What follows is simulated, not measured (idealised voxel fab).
process module | voxel trench capacitor
190 nm wide, 5 nm square cells: that's cross-section cut.
A cross-section in this document is a grid of square cells, and it is written down as bands, the top band listed before the ones below it; a band is made up of one or more rows of cells.
What a band's entry tells you: where the top is and where the bottom is, as heights in nm, and after that what lies inside, material by material from left to right, each with its width in nm. Empty space is written as the word "air", and a single material marked with the word "all across" occupies the band from edge to edge.
Note: height 0 marks the level under which the wafer is uniformly one material as received. Lowest band unbounded below, written "0 down".
The notation "30 to 40" denotes a width that varies across the rows of cells in the band, beginning at the first number in the top row, finishing at the second number in the bottom row, and changing by an identical amount from each row to the next.
Step note "no alteration" = no cross-section cell changed.
Empty spaces counting at least 8 cells and having no open way to the top are listed in "Catalogued sealed voids". The notation width x height at distance is used for each, the distance being from the left edge and all three values in nm.
Heads up: the bit after the settings on a step's line is the simulator's remark on that step.
overlay nm, on a step with a mask: how far to the right of its planned place the mask lay; to the left if negative
[Planned step list for the process]
| 1 | RECEIVE with material Si |
| 2 | CONFORMAL_DEP with material SiN, thk nm 10 |
| 3 | DIRECTIONAL_DEP with material aC, thk nm 10 |
| 4 | PATTERN with tone open, mask id TRENCH, material resist, width nm 30, pitch nm 45, thk nm 30, overlay nm 0 |
| 5 | DIRECTIONAL_ETCH with etch materials aC, depth nm 10 |
| 6 | STRIP with etch materials resist |
| 7 | DIRECTIONAL_ETCH with etch materials SiN, depth nm 10 |
| 8 | DIRECTIONAL_ETCH with etch materials Si, depth nm 35 |
| 9 | STRIP with etch materials aC |
| 10 | CONFORMAL_DEP with material Al2O3, thk nm 5 |
| 11 | CONFORMAL_DEP with material TiN, thk nm 5 |
| 12 | FILL_DEP with material W, thk nm 5 |
| 13 | CMP with height nm 10 |
[As received (post step 1): cross-section]
- 0 down = Si all across
- Catalogued sealed voids: none
[Post-module cross-section of the first of two wafers (run per plan)]
- 10 to 0 = SiN=55  Al2O3=5  TiN=5  W=10  TiN=5  Al2O3=5  SiN=15  Al2O3=5  TiN=5  W=10  TiN=5  Al2O3=5  SiN=60
- 0 to -25 = Si=55  Al2O3=5  TiN=5  W=10  TiN=5  Al2O3=5  Si=15  Al2O3=5  TiN=5  W=10  TiN=5  Al2O3=5  Si=60
- -25 to -30 = Si=55  Al2O3=5  TiN=20  Al2O3=5  Si=15  Al2O3=5  TiN=20  Al2O3=5  Si=60
- -30 to -35 = Si=55  Al2O3=30  Si=15  Al2O3=30  Si=60
- -35 down = Si all across
- Catalogued sealed voids: none
[Second of two wafers, module complete, sectioned: it shares the first wafer's start and plan but was run with one mistake]
- 10 to 0 = SiN=60  Al2O3=5  TiN=5  W=10  TiN=5  Al2O3=5  SiN=15  Al2O3=5  TiN=5  W=10  TiN=5  Al2O3=5  SiN=55
- 0 to -25 = Si=60  Al2O3=5  TiN=5  W=10  TiN=5  Al2O3=5  Si=15  Al2O3=5  TiN=5  W=10  TiN=5  Al2O3=5  Si=55
- -25 to -30 = Si=60  Al2O3=5  TiN=20  Al2O3=5  Si=15  Al2O3=5  TiN=20  Al2O3=5  Si=55
- -30 to -35 = Si=60  Al2O3=30  Si=15  Al2O3=30  Si=55
- -35 down = Si all across
- Catalogued sealed voids: none
Which mistake was made when the wafer was run? step 4 did not happen as planned, as run it was PATTERN with tone open, mask id TRENCH, material resist, width nm 30, pitch nm 45, thk nm 30, overlay nm 5
So at the finish, the second wafer's got exactly as many cells of each material as the first, just not in the same spots.
